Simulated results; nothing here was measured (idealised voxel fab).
The process module presented herein is designated voxel self aligned vias.
FYI the section here is cut, 225 nm wide, cells are 5 nm squares.
Square cells in a grid make up a cross-section in this document, and the grid is given as bands, listed from the top down, each one or more rows of cells. First you get the band's top height and its bottom height, in nm, and then the materials it's made of, left to right, with each width in nm. If you see a single material with "all across", that one covers the band edge to edge. "empty" is empty space. Below 0: as-received wafer, all one material; heights counted from there. Lowest band: no bottom, goes on down, written "0 down". Graded width ("30..40"): value in top row of band = first number; value in bottom row = second number; row-to-row change constant. Any step labelled "everything unchanged" changed none of the cells in the cross-section. "Closed void entries" lists enclosed empty spaces (at least 8 cells, no open path upward to the top), each as width x height at distance from the left edge, in nm. Where a step's line continues beyond its settings, the continuation is a remark by the simulator itself on that step. For masked steps, "overlay nm" on the step line gives how far right of plan the mask actually lay; a minus sign means it lay to the left.

Process steps (planned):
1 RECEIVE | material Si
2 CONFORMAL_DEP | material SiO2 | thk nm 15
3 CONFORMAL_DEP | material SiCN | thk nm 5
4 DIRECTIONAL_DEP | material lowk | thk nm 25
5 DIRECTIONAL_DEP | material aC | thk nm 10
6 PATTERN | tone open | mask id LINES | material resist | width nm 20 | pitch nm 65 | thk nm 25 | overlay nm 0
7 DIRECTIONAL_ETCH | etch materials aC | depth nm 10
8 STRIP | etch materials resist
9 DIRECTIONAL_ETCH | etch materials lowk | depth nm 25
10 STRIP | etch materials aC
11 CONFORMAL_DEP | material TiN | thk nm 5
12 FILL_DEP | material Ru | thk nm 10
13 CMP | height nm 45
14 SELECTIVE_ETCH | etch materials W Ru TiN | depth nm 5
15 FILL_DEP | material SiN | thk nm 10
16 CMP | height nm 45
17 DIRECTIONAL_DEP | material lowk | thk nm 15
18 DIRECTIONAL_DEP | material aC | thk nm 15
19 PATTERN | tone open | mask id VIAS | material resist | width nm 40 | pitch nm 130 | thk nm 30 | overlay nm 0
20 DIRECTIONAL_ETCH | etch materials aC | depth nm 15
21 STRIP | etch materials resist
22 DIRECTIONAL_ETCH | etch materials lowk | depth nm 15
23 DIRECTIONAL_ETCH | etch materials SiN | depth nm 5
24 STRIP | etch materials aC
25 CONFORMAL_DEP | material TiN | thk nm 5
26 FILL_DEP | material Cu | thk nm 5
27 CMP | height nm 60
28 CONFORMAL_DEP | material SiN | thk nm 5

Delivered wafer in cross-section: state after step 1:
* 0 down | Si all across
* Closed void entries: none

Cross-section: first of two wafers, module finished, run according to plan:
* 65 to 60 | SiN all across
* 60 to 50 | lowk (25), then TiN (5), then Cu (30), then TiN (5), then lowk (90), then TiN (5), then Cu (30), then TiN (5), then lowk (30)
* 50 to 45 | lowk (25), then TiN (15), then Cu (10), then TiN (15), then lowk (90), then TiN (15), then Cu (10), then TiN (15), then lowk (30)
* 45 to 40 | lowk (35), then TiN (20), then lowk (45), then SiN (20), then lowk (45), then TiN (20), then lowk (40)
* 40 to 25 | lowk (35), then TiN (5), then Ru (10), then TiN (5), then lowk (45), then TiN (5), then Ru (10), then TiN (5), then lowk (45), then TiN (5), then Ru (10), then TiN (5), then lowk (40)
* 25 to 20 | lowk (35), then TiN (20), then lowk (45), then TiN (20), then lowk (45), then TiN (20), then lowk (40)
* 20 to 15 | SiCN all across
* 15 to 0 | SiO2 all across
* 0 down | Si all across
* Closed void entries: none

Module end: cross-section of wafer two of two. Same start and process plan as the first wafer. One mistake during execution:
* 65 to 60 | SiN all across
* 60 to 50 | lowk (25), then TiN (5), then Cu (30), then TiN (5), then lowk (90), then TiN (5), then Cu (30), then TiN (5), then lowk (30)
* 50 to 45 | lowk (25), then TiN (40), then lowk (90), then TiN (40), then lowk (30)
* 45 to 40 | SiN (25), then TiN (10), then lowk (20), then TiN (10), then SiN (35), then lowk (20), then SiN (35), then TiN (10), then lowk (20), then TiN (10), then SiN (30)
* 40 to 25 | Ru (30), then TiN (5), then lowk (20), then TiN (5), then Ru (35), then TiN (5), then lowk (20), then TiN (5), then Ru (35), then TiN (5), then lowk (20), then TiN (5), then Ru (35)
* 25 to 20 | TiN (35), then lowk (20), then TiN (45), then lowk (20), then TiN (45), then lowk (20), then TiN (40)
* 20 to 15 | SiCN all across
* 15 to 0 | SiO2 all across
* 0 down | Si all across
* Closed void entries: none
Which mistake was made when the wafer was run? step 6 off recipe, ran as PATTERN | tone cover | mask id LINES | material resist | width nm 20 | pitch nm 65 | thk nm 25 | overlay nm 0
Final wafer comparison in cells, second versus first, more or fewer per material: Cu: 4 fewer; Ru: 63 more; SiN: 21 more; TiN: 25 more; lowk: 105 fewer
